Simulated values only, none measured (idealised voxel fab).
Process module, titled voxel self aligned contacts
cross-section cut | 175 nm wide | cells 5 nm
Cross-section spec: square-cell grid; bands listed top down; each band is one or more rows. Basically the band line says how high the top is and how high the bottom is, in nm, and then what's in it from left to right, every material with its width in nm. Empty space shows up as "blank", and if a single material carries "edge to edge" it runs the full band edge to edge. Height reference: 0 = level under which incoming wafer is all one material. Lowest band: no bottom, runs on downward, e.g. "0 -> down". The notation "30->40" denotes a width that varies across the rows of cells in the band, beginning at the first number in the top row, finishing at the second number in the bottom row, and changing by an identical amount from each row to the next. Any step labelled "no modifications" changed none of the cells in the cross-section. Each empty space that has no open way to the top and spans at least 8 cells appears under "Enclosed void listing" as width x height at distance, the distance counted from the left edge, all in nm. On each step's line, the part that comes after the settings is the simulator's own comment on the step. If you see "overlay nm" on a step's line and that step has a mask, it's telling you how far right of where it was planned the mask ended up; a negative number means it went left instead.
### The steps planned for the process are as follows
1) RECEIVE [material Si]
2) CONFORMAL_DEP [material SiO2] [thk nm 5]
3) DIRECTIONAL_DEP [material polySi] [thk nm 25]
4) DIRECTIONAL_DEP [material SiN] [thk nm 25]
5) MASKED_ETCH [tone cover] [mask id GATE] [width nm 30] [pitch nm 65] [etch materials SiN] [depth nm 25] [overlay nm 0]
6) MASKED_ETCH [tone cover] [mask id GATE] [width nm 30] [pitch nm 65] [etch materials polySi] [depth nm 25] [overlay nm 0]
7) CONFORMAL_DEP [material SiN] [thk nm 10]
8) DIRECTIONAL_ETCH [etch materials SiN] [depth nm 10]
9) FILL_DEP [material SiO2] [thk nm 10]
10) CMP [height nm 60]
11) MASKED_ETCH [tone open] [mask id CONTACT] [width nm 45] [etch materials SiO2] [depth nm 60] [overlay nm 0]
12) CONFORMAL_DEP [material TiN] [thk nm 5]
13) FILL_DEP [material W] [thk nm 5]
14) CMP [height nm 60]
15) CONFORMAL_DEP [material SiN] [thk nm 5]
### Wafer as received: cross-section following step 1
0 -> down | Si edge to edge
Enclosed void listing: none
### Wafer cross-section at end of module: start and plan as shown above, one execution error
65 -> 60 | SiN edge to edge
60 -> 55 | SiO2=65; TiN=20; W=5; TiN=20; SiO2=65
55 -> 40 | SiO2=30; SiN=50; TiN=5; W=5; TiN=5; SiN=50; SiO2=30
40 -> 35 | SiO2=30; SiN=50; TiN=15; SiN=50; SiO2=30
35 -> 30 | SiN edge to edge
30 -> 5 | polySi edge to edge
5 -> 0 | SiO2 edge to edge
0 -> down | Si edge to edge
Enclosed void listing: none
What was done differently from what was planned? step 5 was not run as planned; what actually ran was MASKED_ETCH [tone cover] [mask id GATE] [width nm 30] [pitch nm 65] [etch materials SiN] [depth nm 20] [overlay nm 0]
